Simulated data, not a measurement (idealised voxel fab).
Documented hereafter: the process module known as voxel lift off.
Pictured: cross-section cut, 185 nm wide, on a grid of 5 nm square cells.
Cross-section format: a grid of square cells, given as bands from top to bottom; each band is one or more rows of cells. Basically the band line says how high the top is and how high the bottom is, in nm, and then what's in it from left to right, every material with its width in nm. Empty space shows up as "empty", and if a single material carries "full width" it runs the full band edge to edge. A quick word on heights: they are counted from 0, and under that level the wafer as it came to us is one material throughout. The lowest band is different from the rest in having no bottom; it simply continues downward, written as in "z 0 and below". Note: "30..40" means the width goes from the first number (top row of the band) to the second number (bottom row) in equal steps per row of cells. "no modifications" (step): cross-section cells unchanged, all of them. This entry, "Enclosed void inventory", enumerates those empty regions of no fewer than 8 cells that possess no open connection to the top. Each region is reported in the form width x height at distance, the distance being taken from the left edge, with all three quantities expressed in nm. The remark found on a step's line after its settings is issued by the simulator itself and pertains to that step. overlay nm, on a step with a mask: how far to the right of its planned place the mask lay; to the left if negative.

## Intended process steps
- 1: RECEIVE: material Si
- 2: CONFORMAL_DEP: material SiO2, thk nm 15
- 3: PATTERN: tone open, mask id LINES, material resist, width nm 25, pitch nm 55, thk nm 25, overlay nm 0
- 4: DIRECTIONAL_DEP: material Ru, thk nm 10
- 5: STRIP: etch materials resist
- 6: CONFORMAL_DEP: material SiO2, thk nm 10

## Cross-section of the wafer upon arrival, representing the state reached after step 1
    z 0 and below: Si full width
    Enclosed void inventory: none

## Cross-section, first of two wafers, end of module, run as planned
    z 35 to 25: empty (40); SiO2 (45); empty (10); SiO2 (45); empty (45)
    z 25 to 15: SiO2 (50); Ru (25); SiO2 (30); Ru (25); SiO2 (55)
    z 15 to 0: SiO2 full width
    z 0 and below: Si full width
    Enclosed void inventory: none

## Now the second wafer, cross-sectioned at the end of the module. Nothing different at the start, nothing different in the plan compared with the first, just one mistake when it was actually run
    z 30 to 20: empty (40); SiO2 (45); empty (10); SiO2 (45); empty (45)
    z 20 to 10: SiO2 (50); Ru (25); SiO2 (30); Ru (25); SiO2 (55)
    z 10 to 0: SiO2 full width
    z 0 and below: Si full width
    Enclosed void inventory: none
Where did the run depart from the plan? for step 2, the planned setting was not used; the step was instead run as CONFORMAL_DEP: material SiO2, thk nm 10
FYI, end of process, the second wafer has more or fewer cells of some materials than the first: -37 SiO2
